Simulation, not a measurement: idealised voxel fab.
The following is a process module called voxel plated lines.
Xsec cut, 195 nm wide, square cell size 5 nm.
A cross-section is a grid of square cells, given in bands from the top down. A band is one or more rows of cells. Band: top height; bottom height; in nm. Then, left to right: material with width in nm, for each material. "throughout": a single material spanning edge to edge. "blank": empty space. Height 0 is the level under which the wafer as received is all one material. The lowest band goes on downwards, as in "0 nm and below". The notation "30 to 40" denotes a width that varies across the rows of cells in the band, beginning at the first number in the top row, finishing at the second number in the bottom row, and changing by an identical amount from each row to the next. Step marked "remained unchanged"? Then no cell in the cross-section changed in it. "Fully sealed voids" specifies each empty space that is not open to the top and that occupies no fewer than 8 cells, using the form width x height at distance, the distance measured from the left edge and all three quantities in nm. It should be noted that, on the line of a given step, the content following the step's settings is a remark produced by the simulator itself with respect to that step. The setting "overlay nm" may be written on the line of a step. When the step uses a mask, the value reports how far to the right of the planned place the mask lay, and a negative value reports that it lay to the left.
Process steps foreseen in the plan
1: RECEIVE, material Si
2: CONFORMAL_DEP, material SiN, thk nm 10
3: DIRECTIONAL_DEP, material TiN, thk nm 5
4: PATTERN, tone open, mask id LINES, material resist, width nm 15, pitch nm 35, thk nm 35, overlay nm 0
5: EPI, material Ru, thk nm 10
6: EPI, material Ru, thk nm 5
7: EPI, material Ru, thk nm 10
8: STRIP, etch materials resist
9: DIRECTIONAL_ETCH, etch materials TiN, depth nm 5
10: CONFORMAL_DEP, material SiCN, thk nm 5
Wafer at receipt (post step 1), cross-section
	0 nm and below = Si throughout
	Fully sealed voids: none
This is how the wafer looks in cross-section once the module is done, given the starting state and plan above and one mistake in carrying the plan out
	45 nm to 40 nm = blank 65, SiN 25, blank 10, SiN 25, blank 70
	40 nm to 15 nm = blank 65, SiN 5, Ru 15, SiN 5, blank 10, SiN 5, Ru 15, SiN 5, blank 70
	15 nm to 10 nm = SiN 70, TiN 15, SiN 20, TiN 15, SiN 75
	10 nm to 0 nm = SiN throughout
	0 nm and below = Si throughout
	Fully sealed voids: none
Want to know what went wrong? for step 10, the planned setting was not used; the step was instead run as CONFORMAL_DEP, material SiN, thk nm 5
